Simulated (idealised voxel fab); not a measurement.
Documented hereafter: the process module known as voxel spacer lines.
In the cross-section labelled cut, the width is 160 nm and each square cell is 5 nm.
Cross-section, as written here: a square-cell grid given band by band from the top down, where a band holds one or more rows of cells.
Per band: top height and bottom height in nm, followed by the left-to-right materials and their widths in nm; "throughout" marks a single material spanning edge to edge, "air" marks empty space.
Where do heights start? At 0: under that level the wafer as delivered is made of one material only. And the lowest band has no floor; it just carries on downward, as in "z 0 and below".
A width such as "30..40" changes by the same amount from each row of cells to the next, from the band's top row to its bottom row.
A step reported as "nothing was modified" is a step in which no cell of the cross-section changed.
Enclosed cavity list: empty space of 8 cells or more with no open way to the top, each as width x height at its distance from the left edge, in nm
That trailing text on a step's line, after the settings, is the simulator's own remark on the step.
Steps that use a mask can have "overlay nm" on their line. It says how far the mask sat to the right of where it was meant to be. Negative means to the left.

### Steps in the process plan
| 1 | RECEIVE [material Si] |
| 2 | CONFORMAL_DEP [material Al2O3] [thk nm 5] |
| 3 | DIRECTIONAL_DEP [material polySi] [thk nm 20] |
| 4 | DIRECTIONAL_DEP [material aC] [thk nm 20] |
| 5 | PATTERN [tone cover] [mask id MANDREL] [material resist] [width nm 25] [pitch nm 80] [thk nm 30] [overlay nm 0] |
| 6 | DIRECTIONAL_ETCH [etch materials aC] [depth nm 20] |
| 7 | STRIP [etch materials resist] |
| 8 | CONFORMAL_DEP [material SiN] [thk nm 15] |
| 9 | DIRECTIONAL_ETCH [etch materials SiN] [depth nm 15] |
| 10 | STRIP [etch materials aC] |
| 11 | DIRECTIONAL_ETCH [etch materials polySi] [depth nm 20] |
| 12 | STRIP [etch materials SiN] |

### As received (post step 1): cross-section
  z 0 and below | Si throughout
  Enclosed cavity list: none

### This is how the wafer looks in cross-section once the module is done, given the starting state and plan above and one mistake in carrying the plan out
  z 45 to 25 | air (10) | polySi (15) | air (25) | polySi (15) | air (25) | polySi (15) | air (25) | polySi (15) | air (15)
  z 25 to 5 | polySi throughout
  z 5 to 0 | Al2O3 throughout
  z 0 and below | Si throughout
  Enclosed cavity list: none
Here's what went sideways: step 3 in the plan was executed twice
